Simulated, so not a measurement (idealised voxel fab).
process module | voxel transistor to metal
cross-section cut | 165 nm wide | cells 5 nm
A cross-section is a grid of square cells, given in bands from the top down. A band is one or more rows of cells.
Each band's line starts with the height of the band's top and of its bottom, in nm. Then come its materials from left to right, each with its width in nm. One material with "throughout" fills the band from edge to edge. "air" is empty space.
Height 0 is the level under which the wafer as received is all one material. The lowest band goes on downwards, as in "0 down".
A width such as "30 to 40" changes by the same amount from each row of cells to the next, from the band's top row to its bottom row.
"no change" after a step means that no cell of the cross-section changed.
closed voids: empty space of 8 cells or more with no open way to the top, each as width x height at its distance from the left edge, in nm
after a step's settings: what the simulator itself notes on the step
overlay nm, on a step with a mask: how far to the right of its planned place the mask lay; to the left if negative
plan
1 op RECEIVE | material Si
2 op CONFORMAL_DEP | material SiO2 | thk nm 5
3 op CONFORMAL_DEP | material SiN | thk nm 10
4 op PATTERN | tone cover | mask id ACTIVE | material resist | width nm 105 | thk nm 20 | overlay nm 0
5 op DIRECTIONAL_ETCH | etch materials SiN | depth nm 10
6 op DIRECTIONAL_ETCH | etch materials SiO2 | depth nm 5
7 op DIRECTIONAL_ETCH | etch materials Si | depth nm 25
8 op STRIP | etch materials resist
9 op FILL_DEP | material SiO2 | thk nm 10
10 op CMP | height nm 15
11 op SELECTIVE_ETCH | etch materials SiO2 | depth nm 10
12 op STRIP | etch materials SiN
13 op SELECTIVE_ETCH | etch materials SiO2 | depth nm 5
14 op OXIDIZE | depth nm 5
15 op DIRECTIONAL_DEP | material polySi | thk nm 30
16 op DIRECTIONAL_DEP | material SiCN | thk nm 15
17 op PATTERN | tone cover | mask id GATE | material resist | width nm 25 | thk nm 20 | overlay nm 0
18 op DIRECTIONAL_ETCH | etch materials SiCN | depth nm 25
19 op DIRECTIONAL_ETCH | etch materials polySi | depth nm 40
20 op STRIP | etch materials resist
21 op CONFORMAL_DEP | material SiN | thk nm 10
22 op DIRECTIONAL_ETCH | etch materials SiN | depth nm 10
23 op DIRECTIONAL_ETCH | etch materials SiO2 | depth nm 5
24 op DIRECTIONAL_ETCH | etch materials Si | depth nm 15
25 op EPI | material SiGe | thk nm 15
26 op FILL_DEP | material SiO2 | thk nm 10
27 op CMP | height nm 45
28 op DIRECTIONAL_DEP | material SiO2 | thk nm 15
29 op PATTERN | tone open | mask id CONTACT | material resist | width nm 25 | pitch nm 60 | thk nm 20 | overlay nm 0
30 op DIRECTIONAL_ETCH | etch materials SiO2 | depth nm 65
31 op STRIP | etch materials resist
32 op CONFORMAL_DEP | material TiN | thk nm 5
33 op FILL_DEP | material W | thk nm 5
34 op CMP | height nm 60
35 op CONFORMAL_DEP | material SiCN | thk nm 5
36 op DIRECTIONAL_DEP | material SiO2 | thk nm 20
37 op MASKED_ETCH | tone open | mask id METAL_1 | width nm 15 | pitch nm 70 | etch materials SiO2 | depth nm 20 | overlay nm 0
38 op MASKED_ETCH | tone open | mask id METAL_1 | width nm 15 | pitch nm 70 | etch materials SiCN | depth nm 5 | overlay nm 0
39 op CONFORMAL_DEP | material TiN | thk nm 5
40 op FILL_DEP | material Cu | thk nm 5
41 op CMP | height nm 85
42 op CONFORMAL_DEP | material SiN | thk nm 5
first wafer, as planned
as received, after step 1
  0 down: Si throughout
  closed voids: none
after step 2
  5 to 0: SiO2 throughout
  below 0: unchanged
after step 3
  15 to 5: SiN throughout
  below 5: unchanged
after step 4
  35 to 15: air 30 | resist 105 | air 30
  below 15: unchanged
after step 5
  35 to 15: air 30 | resist 105 | air 30
  15 to 5: air 30 | SiN 105 | air 30
  below 5: unchanged
after step 6
  35 to 15: air 30 | resist 105 | air 30
  15 to 5: air 30 | SiN 105 | air 30
  5 to 0: air 30 | SiO2 105 | air 30
  below 0: unchanged
after step 7
  35 to 15: air 30 | resist 105 | air 30
  15 to 5: air 30 | SiN 105 | air 30
  5 to 0: air 30 | SiO2 105 | air 30
  0 to -25: air 30 | Si 105 | air 30
  below -25: unchanged
after step 8
  15 to 5: air 30 | SiN 105 | air 30
  below 5: unchanged
after step 9
  25 to 15: SiO2 throughout
  15 to 5: SiO2 30 | SiN 105 | SiO2 30
  5 to 0: SiO2 throughout
  0 to -25: SiO2 30 | Si 105 | SiO2 30
  below -25: unchanged
after step 10
  15 to 5: SiO2 30 | SiN 105 | SiO2 30
  below 5: unchanged
after step 11
  15 to 5: air 30 | SiN 105 | air 30
  below 5: unchanged
after step 12
  5 to 0: SiO2 throughout
  below 0: unchanged
after step 13
  0 to -25: SiO2 30 | Si 105 | SiO2 30
  below -25: unchanged
after step 14
  0 to -5: SiO2 throughout
  below -5: unchanged
after step 15
  30 to 0: polySi throughout
  below 0: unchanged
after step 16
  45 to 30: SiCN throughout
  below 30: unchanged
after step 17
  65 to 45: air 70 | resist 25 | air 70
  below 45: unchanged
after step 18
  65 to 45: air 70 | resist 25 | air 70
  45 to 30: air 70 | SiCN 25 | air 70
  below 30: unchanged
after step 19
  65 to 45: air 70 | resist 25 | air 70
  45 to 30: air 70 | SiCN 25 | air 70
  30 to 0: air 70 | polySi 25 | air 70
  below 0: unchanged
after step 20
  45 to 30: air 70 | SiCN 25 | air 70
  below 30: unchanged
after step 21
  55 to 45: air 60 | SiN 45 | air 60
  45 to 30: air 60 | SiN 10 | SiCN 25 | SiN 10 | air 60
  30 to 10: air 60 | SiN 10 | polySi 25 | SiN 10 | air 60
  10 to 0: SiN 70 | polySi 25 | SiN 70
  below 0: unchanged
after step 22
  45 to 30: air 60 | SiN 10 | SiCN 25 | SiN 10 | air 60
  30 to 0: air 60 | SiN 10 | polySi 25 | SiN 10 | air 60
  below 0: unchanged
after step 23
  45 to 30: air 60 | SiN 10 | SiCN 25 | SiN 10 | air 60
  30 to 0: air 60 | SiN 10 | polySi 25 | SiN 10 | air 60
  0 to -5: air 60 | SiO2 45 | air 60
  below -5: unchanged
after step 24
  45 to 30: air 60 | SiN 10 | SiCN 25 | SiN 10 | air 60
  30 to 0: air 60 | SiN 10 | polySi 25 | SiN 10 | air 60
  0 to -5: air 60 | SiO2 45 | air 60
  -5 to -20: SiO2 30 | air 30 | Si 45 | air 30 | SiO2 30
  below -20: unchanged
after step 25
  45 to 30: air 60 | SiN 10 | SiCN 25 | SiN 10 | air 60
  30 to 10: air 60 | SiN 10 | polySi 25 | SiN 10 | air 60
  10 to 0: air 45 | SiGe 15 | SiN 10 | polySi 25 | SiN 10 | SiGe 15 | air 45
  0 to -5: air 45 | SiGe 15 | SiO2 45 | SiGe 15 | air 45
  -5 to -20: SiO2 30 | SiGe 30 | Si 45 | SiGe 30 | SiO2 30
  below -20: unchanged
after step 26
  55 to 45: SiO2 throughout
  45 to 30: SiO2 60 | SiN 10 | SiCN 25 | SiN 10 | SiO2 60
  30 to 10: SiO2 60 | SiN 10 | polySi 25 | SiN 10 | SiO2 60
  10 to 0: SiO2 45 | SiGe 15 | SiN 10 | polySi 25 | SiN 10 | SiGe 15 | SiO2 45
  0 to -5: SiO2 45 | SiGe 15 | SiO2 45 | SiGe 15 | SiO2 45
  below -5: unchanged
after step 27
  45 to 30: SiO2 60 | SiN 10 | SiCN 25 | SiN 10 | SiO2 60
  below 30: unchanged
after step 28
  60 to 45: SiO2 throughout
  below 45: unchanged
after step 29
  80 to 60: resist 40 | air 25 | resist 35 | air 25 | resist 40
  below 60: unchanged
after step 30
  80 to 60: resist 40 | air 25 | resist 35 | air 25 | resist 40
  60 to 45: SiO2 40 | air 25 | SiO2 35 | air 25 | SiO2 40
  45 to 30: SiO2 40 | air 20 | SiN 10 | SiCN 25 | SiN 10 | air 20 | SiO2 40
  30 to 10: SiO2 40 | air 20 | SiN 10 | polySi 25 | SiN 10 | air 20 | SiO2 40
  10 to 0: SiO2 40 | air 5 | SiGe 15 | SiN 10 | polySi 25 | SiN 10 | SiGe 15 | air 5 | SiO2 40
  0 to -5: SiO2 40 | air 5 | SiGe 15 | SiO2 45 | SiGe 15 | air 5 | SiO2 40
  below -5: unchanged
after step 31
  60 to 45: SiO2 40 | air 25 | SiO2 35 | air 25 | SiO2 40
  below 45: unchanged
after step 32
  65 to 60: TiN 45 | air 15 | TiN 45 | air 15 | TiN 45
  60 to 50: SiO2 40 | TiN 5 | air 15 | TiN 5 | SiO2 35 | TiN 5 | air 15 | TiN 5 | SiO2 40
  50 to 45: SiO2 40 | TiN 5 | air 10 | TiN 10 | SiO2 35 | TiN 10 | air 10 | TiN 5 | SiO2 40
  45 to 30: SiO2 40 | TiN 5 | air 10 | TiN 5 | SiN 10 | SiCN 25 | SiN 10 | TiN 5 | air 10 | TiN 5 | SiO2 40
  30 to 15: SiO2 40 | TiN 5 | air 10 | TiN 5 | SiN 10 | polySi 25 | SiN 10 | TiN 5 | air 10 | TiN 5 | SiO2 40
  15 to 10: SiO2 40 | TiN 20 | SiN 10 | polySi 25 | SiN 10 | TiN 20 | SiO2 40
  10 to 0: SiO2 40 | TiN 5 | SiGe 15 | SiN 10 | polySi 25 | SiN 10 | SiGe 15 | TiN 5 | SiO2 40
  0 to -5: SiO2 40 | TiN 5 | SiGe 15 | SiO2 45 | SiGe 15 | TiN 5 | SiO2 40
  below -5: unchanged
after step 33
  70 to 65: W throughout
  65 to 60: TiN 45 | W 15 | TiN 45 | W 15 | TiN 45
  60 to 50: SiO2 40 | TiN 5 | W 15 | TiN 5 | SiO2 35 | TiN 5 | W 15 | TiN 5 | SiO2 40
  50 to 45: SiO2 40 | TiN 5 | W 10 | TiN 10 | SiO2 35 | TiN 10 | W 10 | TiN 5 | SiO2 40
  45 to 30: SiO2 40 | TiN 5 | W 10 | TiN 5 | SiN 10 | SiCN 25 | SiN 10 | TiN 5 | W 10 | TiN 5 | SiO2 40
  30 to 15: SiO2 40 | TiN 5 | W 10 | TiN 5 | SiN 10 | polySi 25 | SiN 10 | TiN 5 | W 10 | TiN 5 | SiO2 40
  below 15: unchanged
after step 34
  60 to 50: SiO2 40 | TiN 5 | W 15 | TiN 5 | SiO2 35 | TiN 5 | W 15 | TiN 5 | SiO2 40
  below 50: unchanged
after step 35
  65 to 60: SiCN throughout
  below 60: unchanged
after step 36
  85 to 65: SiO2 throughout
  below 65: unchanged
after step 37
  85 to 65: SiO2 40 | air 15 | SiO2 55 | air 15 | SiO2 40
  below 65: unchanged
after step 38
  85 to 65: SiO2 40 | air 15 | SiO2 55 | air 15 | SiO2 40
  65 to 60: SiCN 40 | air 15 | SiCN 55 | air 15 | SiCN 40
  below 60: unchanged
after step 39
  90 to 85: TiN 45 | air 5 | TiN 65 | air 5 | TiN 45
  85 to 65: SiO2 40 | TiN 5 | air 5 | TiN 5 | SiO2 55 | TiN 5 | air 5 | TiN 5 | SiO2 40
  65 to 60: SiCN 40 | TiN 15 | SiCN 55 | TiN 15 | SiCN 40
  below 60: unchanged
after step 40
  95 to 90: Cu throughout
  90 to 85: TiN 45 | Cu 5 | TiN 65 | Cu 5 | TiN 45
  85 to 65: SiO2 40 | TiN 5 | Cu 5 | TiN 5 | SiO2 55 | TiN 5 | Cu 5 | TiN 5 | SiO2 40
  below 65: unchanged
after step 41
  85 to 65: SiO2 40 | TiN 5 | Cu 5 | TiN 5 | SiO2 55 | TiN 5 | Cu 5 | TiN 5 | SiO2 40
  below 65: unchanged
after step 42
  90 to 85: SiN throughout
  below 85: unchanged
second wafer: like start, like plan, one mistake. Through step 38 it matches the first wafer
when step 39 should have ended
  90 to 85: SiCN 45 | air 5 | SiCN 65 | air 5 | SiCN 45
  85 to 65: SiO2 40 | SiCN 5 | air 5 | SiCN 5 | SiO2 55 | SiCN 5 | air 5 | SiCN 5 | SiO2 40
  65 to 60: SiCN throughout
  below 60: unchanged
when step 40 should have ended
  95 to 90: Cu throughout
  90 to 85: SiCN 45 | Cu 5 | SiCN 65 | Cu 5 | SiCN 45
  85 to 65: SiO2 40 | SiCN 5 | Cu 5 | SiCN 5 | SiO2 55 | SiCN 5 | Cu 5 | SiCN 5 | SiO2 40
  below 65: unchanged
when step 41 should have ended
  85 to 65: SiO2 40 | SiCN 5 | Cu 5 | SiCN 5 | SiO2 55 | SiCN 5 | Cu 5 | SiCN 5 | SiO2 40
  below 65: unchanged
when step 42 should have ended
  90 to 85: SiN throughout
  below 85: unchanged
what went wrong: step 39 ran as: op CONFORMAL_DEP | material SiCN | thk nm 5
at the end the second wafer has, in cells: 22 more of SiCN | 22 fewer of TiN
